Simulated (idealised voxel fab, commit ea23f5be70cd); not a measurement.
Process module name: voxel transistor to metal
Xsec cut, 185 nm wide, square cell size 5 nm.
Notation: cross-section as square-cell grid; stated in bands, top first, going down; one or more cell rows per band.
Heads up on the band format: heights come first, top then bottom, in nm. After that it's the materials left to right, each with its width in nm. A single material flagged "throughout" fills the whole band edge to edge, and "empty" means there's empty space there.
The level at which height equals 0 is the one under which the wafer, as it arrives, is entirely one material. No lower edge exists for the bottom band, which continues downward and is notated as in "0 nm and below".
The notation "30 to 40" denotes a width that varies across the rows of cells in the band, beginning at the first number in the top row, finishing at the second number in the bottom row, and changing by an identical amount from each row to the next.
For the purposes of this document, the phrase "all unchanged" attached to a step denotes that no cell within the cross-section was modified by that step.
Heads up: "Enclosed cavity list" only lists the empty pockets with no open path to the top that are 8 cells or more, and it writes them as width x height at distance, distance from the left edge, in nm.
Heads up: the bit after the settings on a step's line is the simulator's remark on that step.
Each step line may optionally specify "overlay nm", which for a step with a mask gives the rightward distance between the mask's planned place and where it lay, a negative value indicating the leftward direction.

# Process steps (planned)
1: RECEIVE (material Si)
2: CONFORMAL_DEP (material SiO2; thk nm 5)
3: CONFORMAL_DEP (material SiN; thk nm 10)
4: MASKED_ETCH (tone cover; mask id ACTIVE; width nm 110; etch materials SiN; depth nm 10; overlay nm 0)
5: MASKED_ETCH (tone cover; mask id ACTIVE; width nm 110; etch materials SiO2; depth nm 5; overlay nm 0)
6: MASKED_ETCH (tone cover; mask id ACTIVE; width nm 110; etch materials Si; depth nm 35; overlay nm 0)
7: OXIDIZE (depth nm 5)
8: FILL_DEP (material SiO2; thk nm 10)
9: CMP (height nm 15)
10: SELECTIVE_ETCH (etch materials SiO2; depth nm 10)
11: STRIP (etch materials SiN)
12: SELECTIVE_ETCH (etch materials SiO2; depth nm 5)
13: OXIDIZE (depth nm 5)
14: DIRECTIONAL_DEP (material polySi; thk nm 30)
15: DIRECTIONAL_DEP (material SiCN; thk nm 10)
16: MASKED_ETCH (tone cover; mask id GATE; width nm 30; etch materials SiCN; depth nm 20; overlay nm 0)
17: MASKED_ETCH (tone cover; mask id GATE; width nm 30; etch materials polySi; depth nm 40; overlay nm 0)
18: CONFORMAL_DEP (material SiN; thk nm 10)
19: DIRECTIONAL_ETCH (etch materials SiN; depth nm 10)
20: DIRECTIONAL_ETCH (etch materials SiO2; depth nm 5)
21: DIRECTIONAL_ETCH (etch materials Si; depth nm 10)
22: EPI (material pSi; thk nm 10)
23: FILL_DEP (material SiO2; thk nm 5)
24: CMP (height nm 30)
25: STRIP (etch materials polySi)
26: SELECTIVE_ETCH (etch materials SiO2; depth nm 5)
27: CONFORMAL_DEP (material HfO2; thk nm 5)
28: CONFORMAL_DEP (material TiN; thk nm 5)
29: FILL_DEP (material W; thk nm 5)
30: CMP (height nm 25)
31: DIRECTIONAL_DEP (material SiO2; thk nm 10)
32: MASKED_ETCH (tone open; mask id CONTACT; width nm 15; pitch nm 80; etch materials SiO2; depth nm 40; overlay nm 0)
33: CONFORMAL_DEP (material TiN; thk nm 5)
34: FILL_DEP (material Ru; thk nm 5)
35: CMP (height nm 35)
36: DIRECTIONAL_DEP (material TiN; thk nm 5)
37: DIRECTIONAL_DEP (material Ru; thk nm 15)
38: PATTERN (tone cover; mask id METAL_1; material resist; width nm 20; pitch nm 80; thk nm 15; overlay nm 0)
39: DIRECTIONAL_ETCH (etch materials Ru; depth nm 15)
40: DIRECTIONAL_ETCH (etch materials TiN; depth nm 5)
41: STRIP (etch materials resist)
42: CONFORMAL_DEP (material SiCN; thk nm 5)
43: FILL_DEP (material lowk; thk nm 10)
44: CMP (height nm 55)
45: CONFORMAL_DEP (material SiCN; thk nm 5)
46: DIRECTIONAL_DEP (material SiO2; thk nm 25)
47: DIRECTIONAL_DEP (material aC; thk nm 15)
48: PATTERN (tone open; mask id METAL_2_HOLES; material resist; width nm 15; pitch nm 80; thk nm 30; overlay nm 0)
49: DIRECTIONAL_ETCH (etch materials aC; depth nm 15)
50: STRIP (etch materials resist)
51: DIRECTIONAL_ETCH (etch materials SiO2; depth nm 25)
52: STRIP (etch materials aC)
53: DIRECTIONAL_DEP (material aC; thk nm 10)
54: PATTERN (tone open; mask id METAL_2; material resist; width nm 20; pitch nm 80; thk nm 30; overlay nm 0)
55: DIRECTIONAL_ETCH (etch materials aC; depth nm 10)
56: STRIP (etch materials resist)
57: DIRECTIONAL_ETCH (etch materials SiO2; depth nm 15)
58: DIRECTIONAL_ETCH (etch materials SiCN; depth nm 5)
59: STRIP (etch materials aC)
60: CONFORMAL_DEP (material TiN; thk nm 5)
61: FILL_DEP (material Cu; thk nm 5)
62: CMP (height nm 85)
63: CONFORMAL_DEP (material SiN; thk nm 5)
It is noted that the wafers described herein are identical at the outset and are distinguished by the width nm of step 32; the value stated in the plan corresponds to the first wafer.

# Cross-section of the first of several received wafers, showing its state after step 1
* 0 nm and below | Si throughout
* Enclosed cavity list: none

# The figure below presents a cross-section of the first of several wafers at the conclusion of the module, following its last step, step 63
* 90 nm to 85 nm | SiN throughout
* 85 nm to 75 nm | SiO2=40  TiN=5  Cu=10  TiN=5  SiO2=60  TiN=5  Cu=10  TiN=5  SiO2=45
* 75 nm to 70 nm | SiO2=40  TiN=5  Cu=5  TiN=10  SiO2=60  TiN=5  Cu=5  TiN=10  SiO2=45
* 70 nm to 60 nm | SiO2=40  TiN=5  Cu=5  TiN=5  SiO2=65  TiN=5  Cu=5  TiN=5  SiO2=50
* 60 nm to 55 nm | SiCN=40  TiN=15  SiCN=65  TiN=15  SiCN=50
* 55 nm to 40 nm | lowk=35  SiCN=5  Ru=20  SiCN=5  lowk=50  SiCN=5  Ru=20  SiCN=5  lowk=40
* 40 nm to 35 nm | SiCN=40  TiN=20  SiCN=60  TiN=20  SiCN=45
* 35 nm to 25 nm | SiO2=45  TiN=5  Ru=5  TiN=5  SiO2=65  TiN=5  Ru=5  TiN=5  SiO2=45
* 25 nm to 10 nm | SiO2=45  TiN=5  Ru=5  TiN=5  SiO2=5  SiN=10  HfO2=5  TiN=5  W=10  TiN=5  HfO2=5  SiN=10  SiO2=10  TiN=5  Ru=5  TiN=5  SiO2=45
* 10 nm to 5 nm | SiO2=45  TiN=15  SiO2=5  SiN=10  HfO2=5  TiN=5  W=10  TiN=5  HfO2=5  SiN=10  SiO2=10  TiN=5  Ru=5  TiN=5  SiO2=45
* 5 nm to 0 nm | SiO2=45  TiN=10  pSi=10  SiN=10  HfO2=5  TiN=20  HfO2=5  SiN=10  pSi=10  TiN=5  Ru=5  TiN=5  SiO2=45
* 0 nm to -5 nm | SiO2=45  TiN=10  pSi=10  SiO2=5  HfO2=40  SiO2=5  pSi=10  TiN=15  SiO2=45
* -5 nm to -15 nm | SiO2=40  pSi=25  Si=50  pSi=25  SiO2=45
* -15 nm to -40 nm | SiO2=40  Si=100  SiO2=45
* -40 nm and below | Si throughout
* Enclosed cavity list: none

# Here's the last wafer cross-sectioned at the end of the module
* 90 nm to 85 nm | SiN throughout
* 85 nm to 75 nm | SiO2=40  TiN=5  Cu=10  TiN=5  SiO2=60  TiN=5  Cu=10  TiN=5  SiO2=45
* 75 nm to 70 nm | SiO2=40  TiN=5  Cu=5  TiN=10  SiO2=60  TiN=5  Cu=5  TiN=10  SiO2=45
* 70 nm to 60 nm | SiO2=40  TiN=5  Cu=5  TiN=5  SiO2=65  TiN=5  Cu=5  TiN=5  SiO2=50
* 60 nm to 55 nm | SiCN=40  TiN=15  SiCN=65  TiN=15  SiCN=50
* 55 nm to 40 nm | lowk=35  SiCN=5  Ru=20  SiCN=5  lowk=50  SiCN=5  Ru=20  SiCN=5  lowk=40
* 40 nm to 35 nm | SiCN=40  TiN=20  SiCN=60  TiN=20  SiCN=45
* 35 nm to 25 nm | SiO2=35  TiN=5  Ru=25 to 20  TiN=5 to 10  SiO2=45  TiN=5  Ru=25  TiN=5  SiO2=35
* 25 nm to 10 nm | SiO2=35  TiN=5  Ru=20  TiN=5  SiN=10  HfO2=5  TiN=5  W=10  TiN=5  HfO2=5  SiN=10  TiN=5  Ru=25  TiN=5  SiO2=35
* 10 nm to 5 nm | SiO2=35  TiN=5  Ru=10  TiN=15  SiN=10  HfO2=5  TiN=5  W=10  TiN=5  HfO2=5  SiN=10  TiN=15  Ru=15  TiN=5  SiO2=35
* 5 nm to 0 nm | SiO2=35  TiN=5  Ru=10  TiN=5  pSi=10  SiN=10  HfO2=5  TiN=20  HfO2=5  SiN=10  pSi=10  TiN=5  Ru=15  TiN=5  SiO2=35
* 0 nm to -5 nm | SiO2=35  TiN=20  pSi=10  SiO2=5  HfO2=40  SiO2=5  pSi=10  TiN=25  SiO2=35
* -5 nm to -15 nm | SiO2=40  pSi=25  Si=50  pSi=25  SiO2=45
* -15 nm to -40 nm | SiO2=40  Si=100  SiO2=45
* -40 nm and below | Si throughout
* Enclosed cavity list: none

# Wafer rows, end of module: cells per material gained (+) or lost (-) since receipt; closed voids last
width nm 15, +14 Cu, +18 HfO2, +36 Ru, -176 Si, +72 SiCN, +57 SiN, +452 SiO2, +82 TiN, +8 W, +75 lowk, +28 pSi, Enclosed cavity list: none
width nm 20, +14 Cu, +18 HfO2, +48 Ru, -176 Si, +72 SiCN, +57 SiN, +438 SiO2, +84 TiN, +8 W, +75 lowk, +28 pSi, Enclosed cavity list: none
width nm 25, +14 Cu, +18 HfO2, +60 Ru, -176 Si, +72 SiCN, +57 SiN, +424 SiO2, +86 TiN, +8 W, +75 lowk, +28 pSi, Enclosed cavity list: none
width nm 30, +14 Cu, +18 HfO2, +72 Ru, -176 Si, +72 SiCN, +57 SiN, +410 SiO2, +88 TiN, +8 W, +75 lowk, +28 pSi, Enclosed cavity list: none
width nm 35, +14 Cu, +18 HfO2, +80 Ru, -176 Si, +72 SiCN, +57 SiN, +400 SiO2, +90 TiN, +8 W, +75 lowk, +28 pSi, Enclosed cavity list: none
